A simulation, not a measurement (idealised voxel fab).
The process module that follows is named voxel capacitor over wiring.
Each square cell in cross-section cut measures 5 nm, and the section as a whole is 265 nm wide.
A cross-section is a grid of square cells, given in bands from the top down. A band is one or more rows of cells.
Look at the band entry: it leads with the top's height and the bottom's height in nm. Then it lists the materials left to right, with a width in nm for each. The word "everywhere" on a single material says that material fills the band edge to edge. The word "air" is empty space.
Heights are expressed relative to 0, this being the level below which the as-received wafer comprises one material exclusively. The lowest band is unbounded in the downward direction and is denoted as in "from 0 down".
Note: "30..40" means the width goes from the first number (top row of the band) to the second number (bottom row) in equal steps per row of cells.
It should be understood that the words "nothing got changed", when stated for a given step, signify that the cross-section underwent no change in any of its cells during that step.
Look at "Sealed internal voids" for the closed voids: empty spaces with no open path to the top, sized 8 cells or up. Each is width x height at distance, distance from the left edge, all nm.
That trailing text on a step's line, after the settings, is the simulator's own remark on the step.
A step's line can hold "overlay nm"; with a mask on that step, the setting says how far right of the planned place the mask lay, while a negative setting says it lay to the left.
LISTED BELOW ARE THE PROCESS STEPS AS PLANNED
1: RECEIVE,material Si
2: CONFORMAL_DEP,material SiO2,thk nm 10
3: DIRECTIONAL_DEP,material TiN,thk nm 5
4: DIRECTIONAL_DEP,material Ru,thk nm 15
5: MASKED_ETCH,tone cover,mask id METAL_1,width nm 20,pitch nm 70,etch materials Ru,depth nm 15,overlay nm 0
6: MASKED_ETCH,tone cover,mask id METAL_1,width nm 20,pitch nm 70,etch materials TiN,depth nm 5,overlay nm 0
7: CONFORMAL_DEP,material SiCN,thk nm 5
8: FILL_DEP,material lowk,thk nm 10
9: CMP,height nm 30
10: CONFORMAL_DEP,material SiCN,thk nm 5
11: DIRECTIONAL_DEP,material lowk,thk nm 20
12: PATTERN,tone open,mask id PLUG_1,material resist,width nm 15,thk nm 15,overlay nm 0
13: DIRECTIONAL_ETCH,etch materials lowk,depth nm 20
14: DIRECTIONAL_ETCH,etch materials SiCN,depth nm 5
15: STRIP,etch materials resist
16: CONFORMAL_DEP,material TiN,thk nm 5
17: FILL_DEP,material Cu,thk nm 10
18: CMP,height nm 55
19: DIRECTIONAL_DEP,material TiN,thk nm 5
20: DIRECTIONAL_DEP,material HfO2,thk nm 5
21: DIRECTIONAL_DEP,material TiN,thk nm 5
22: PATTERN,tone cover,mask id UPPER_PLATE,material resist,width nm 55,thk nm 20,overlay nm 0
23: DIRECTIONAL_ETCH,etch materials TiN,depth nm 5
24: DIRECTIONAL_ETCH,etch materials HfO2,depth nm 5
25: STRIP,etch materials resist
26: MASKED_ETCH,tone cover,mask id LOWER_PLATE,width nm 65,etch materials TiN,depth nm 5,overlay nm 0
27: FILL_DEP,material SiO2,thk nm 15
28: CMP,height nm 80
29: PATTERN,tone open,mask id PLUG_2,material resist,width nm 15,thk nm 20,overlay nm 0
30: DIRECTIONAL_ETCH,etch materials SiO2,depth nm 10
31: STRIP,etch materials resist
32: CONFORMAL_DEP,material TiN,thk nm 5
33: FILL_DEP,material Cu,thk nm 10
34: CMP,height nm 80
35: CONFORMAL_DEP,material SiN,thk nm 5
The plan's step 12 width nm is the first wafer's value; the wafers differ in this setting and start identical.
SECTIONAL VIEW: FIRST OF SEVERAL WAFERS, AS RECEIVED, AFTER STEP 1
  from 0 down: Si everywhere
  Sealed internal voids: none
END-OF-MODULE CROSS-SECTION, FIRST OF SEVERAL WAFERS, AFTER LAST STEP 35
  from 85 to 80: SiN everywhere
  from 80 to 75: SiO2 100  TiN 5  Cu 5  TiN 5  SiO2 150
  from 75 to 65: SiO2 100..90  TiN 15..55  SiO2 150..120
  from 65 to 60: SiO2 90  HfO2 55  SiO2 120
  from 60 to 55: SiO2 85  TiN 65  SiO2 115
  from 55 to 35: lowk 90  TiN 5  Cu 5  TiN 5  lowk 160
  from 35 to 30: SiCN 90  TiN 15  SiCN 160
  from 30 to 15: lowk 80  SiCN 5  Ru 20  SiCN 5  lowk 40  SiCN 5  Ru 20  SiCN 5  lowk 85
  from 15 to 10: SiCN 85  TiN 20  SiCN 50  TiN 20  SiCN 90
  from 10 to 0: SiO2 everywhere
  from 0 down: Si everywhere
  Sealed internal voids: none
A CROSS-SECTION THROUGH THE LAST WAFER AT THE CLOSE OF THE MODULE
  from 85 to 80: SiN everywhere
  from 80 to 75: SiO2 100  TiN 5  Cu 5  TiN 5  SiO2 150
  from 75 to 65: SiO2 100..90  TiN 15..55  SiO2 150..120
  from 65 to 60: SiO2 90  HfO2 55  SiO2 120
  from 60 to 55: SiO2 85  TiN 65  SiO2 115
  from 55 to 35: lowk 85  TiN 5  Cu 20  TiN 5  lowk 150
  from 35 to 30: SiCN 85  TiN 30  SiCN 150
  from 30 to 15: lowk 80  SiCN 5  Ru 20  SiCN 5  lowk 40  SiCN 5  Ru 20  SiCN 5  lowk 85
  from 15 to 10: SiCN 85  TiN 20  SiCN 50  TiN 20  SiCN 90
  from 10 to 0: SiO2 everywhere
  from 0 down: Si everywhere
  Sealed internal voids: none
WHAT FOLLOWS IS A TABLE IN WHICH EACH WAFER OCCUPIES A ROW; FOR THE WAFER AS IT STANDS AT THE CLOSE OF THE MODULE, THE ROW STATES, MATERIAL BY MATERIAL, HOW MANY CELLS HAVE BEEN GAINED (+) OR LOST (-) SINCE RECEIPT, AND THEN GIVES ITS CLOSED VOIDS
width nm 15; +5 Cu; +11 HfO2; +24 Ru; +107 SiCN; +53 SiN; +330 SiO2; +48 TiN; +323 lowk; Sealed internal voids: none
width nm 20; +9 Cu; +11 HfO2; +24 Ru; +106 SiCN; +53 SiN; +330 SiO2; +49 TiN; +319 lowk; Sealed internal voids: none
width nm 25; +13 Cu; +11 HfO2; +24 Ru; +105 SiCN; +53 SiN; +330 SiO2; +50 TiN; +315 lowk; Sealed internal voids: none
width nm 30; +17 Cu; +11 HfO2; +24 Ru; +104 SiCN; +53 SiN; +330 SiO2; +51 TiN; +311 lowk; Sealed internal voids: none
